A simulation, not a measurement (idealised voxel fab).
process module | voxel capacitor over wiring
cross-section cut | 205 nm wide | cells 5 nm
A cross-section is a grid of square cells, given in bands from the top down. A band is one or more rows of cells.
Each band's line starts with the height of the band's top and of its bottom, in nm. Then come its materials from left to right, each with its width in nm. One material with "throughout" fills the band from edge to edge. "air" is empty space.
Height 0 is the level under which the wafer as received is all one material. The lowest band goes on downwards, as in "0 down".
A width such as "30 to 40" changes by the same amount from each row of cells to the next, from the band's top row to its bottom row.
"no change" after a step means that no cell of the cross-section changed.
closed voids: empty space of 8 cells or more with no open way to the top, each as width x height at its distance from the left edge, in nm
after a step's settings: what the simulator itself notes on the step
overlay nm, on a step with a mask: how far to the right of its planned place the mask lay; to the left if negative
plan
1 op RECEIVE | material Si
2 op CONFORMAL_DEP | material SiO2 | thk nm 10
3 op CONFORMAL_DEP | material SiCN | thk nm 5
4 op DIRECTIONAL_DEP | material SiO2 | thk nm 25
5 op MASKED_ETCH | tone open | mask id METAL_1 | width nm 20 | pitch nm 75 | etch materials SiO2 | depth nm 25 | overlay nm 0
6 op MASKED_ETCH | tone open | mask id METAL_1 | width nm 20 | pitch nm 75 | etch materials SiCN | depth nm 5 | overlay nm 0
7 op CONFORMAL_DEP | material TiN | thk nm 5
8 op FILL_DEP | material Cu | thk nm 5
9 op CMP | height nm 40
10 op CONFORMAL_DEP | material SiCN | thk nm 5
11 op DIRECTIONAL_DEP | material lowk | thk nm 20
12 op PATTERN | tone open | mask id PLUG_1 | material resist | width nm 15 | thk nm 20 | overlay nm 0
13 op DIRECTIONAL_ETCH | etch materials lowk | depth nm 20
14 op DIRECTIONAL_ETCH | etch materials SiCN | depth nm 5
15 op STRIP | etch materials resist
16 op EPI | material Ru | thk nm 10
17 op EPI | material Ru | thk nm 10
18 op EPI | material Ru | thk nm 5
19 op DIRECTIONAL_DEP | material TiN | thk nm 10
20 op DIRECTIONAL_DEP | material SiN | thk nm 5
21 op DIRECTIONAL_DEP | material TiN | thk nm 10
22 op PATTERN | tone cover | mask id UPPER_PLATE | material resist | width nm 60 | thk nm 15 | overlay nm 0
23 op DIRECTIONAL_ETCH | etch materials TiN | depth nm 10
24 op DIRECTIONAL_ETCH | etch materials SiN | depth nm 5
25 op STRIP | etch materials resist
26 op DIRECTIONAL_DEP | material aC | thk nm 15
27 op PATTERN | tone cover | mask id LOWER_PLATE | material resist | width nm 70 | thk nm 30 | overlay nm 0
28 op DIRECTIONAL_ETCH | etch materials aC | depth nm 15
29 op STRIP | etch materials resist
30 op DIRECTIONAL_ETCH | etch materials TiN | depth nm 10
31 op STRIP | etch materials aC
32 op FILL_DEP | material SiO2 | thk nm 15
33 op CMP | height nm 100
34 op PATTERN | tone open | mask id PLUG_2 | material resist | width nm 15 | thk nm 15 | overlay nm 0
35 op DIRECTIONAL_ETCH | etch materials SiO2 | depth nm 10
36 op STRIP | etch materials resist
37 op CONFORMAL_DEP | material TiN | thk nm 5
38 op FILL_DEP | material Ru | thk nm 5
39 op CMP | height nm 100
40 op CONFORMAL_DEP | material SiCN | thk nm 5
as received, after step 1
  0 down: Si throughout
  closed voids: none
first wafer at the end, as planned
  105 to 100: SiCN throughout
  100 to 95: SiO2 70 | TiN 5 | Ru 5 | TiN 5 | SiO2 120
  95 to 90: SiO2 70 | TiN 15 | SiO2 120
  90 to 80: SiO2 60 | TiN 60 | SiO2 85
  80 to 75: SiO2 60 | SiN 60 | SiO2 85
  75 to 65: SiO2 55 | TiN 70 | SiO2 80
  65 to 45: lowk 60 | Ru 15 | lowk 130
  45 to 40: SiCN 60 | Ru 15 | SiCN 130
  40 to 15: SiO2 55 | TiN 5 | Cu 10 | TiN 5 | SiO2 55 | TiN 5 | Cu 10 | TiN 5 | SiO2 55
  15 to 10: SiCN 55 | TiN 20 | SiCN 55 | TiN 20 | SiCN 55
  10 to 0: SiO2 throughout
  0 down: Si throughout
  closed voids: none
second wafer at the end: like start, like plan, one mistake
  105 to 100: SiCN throughout
  100 to 95: SiO2 70 | TiN 5 | Ru 5 | TiN 5 | SiO2 120
  95 to 90: SiO2 70 | TiN 15 | SiO2 120
  90 to 80: SiO2 60 | TiN 60 | SiO2 85
  80 to 75: SiO2 60 | SiN 60 | SiO2 85
  75 to 65: SiO2 55 | TiN 70 | SiO2 80
  65 to 45: lowk 60 | Ru 15 | lowk 130
  45 to 40: SiCN 60 | Ru 15 | SiCN 130
  40 to 20: SiO2 55 | TiN 5 | Cu 10 | TiN 5 | SiO2 55 | TiN 5 | Cu 10 | TiN 5 | SiO2 55
  20 to 15: SiO2 55 | TiN 20 | SiO2 55 | TiN 20 | SiO2 55
  15 to 5: SiO2 throughout
  5 to 0: SiCN throughout
  0 down: Si throughout
  closed voids: none
what went wrong: steps 2 and 3 were swapped
at the end the second wafer has, in cells: 4 fewer of Cu | 8 more of SiCN | 4 fewer of TiN
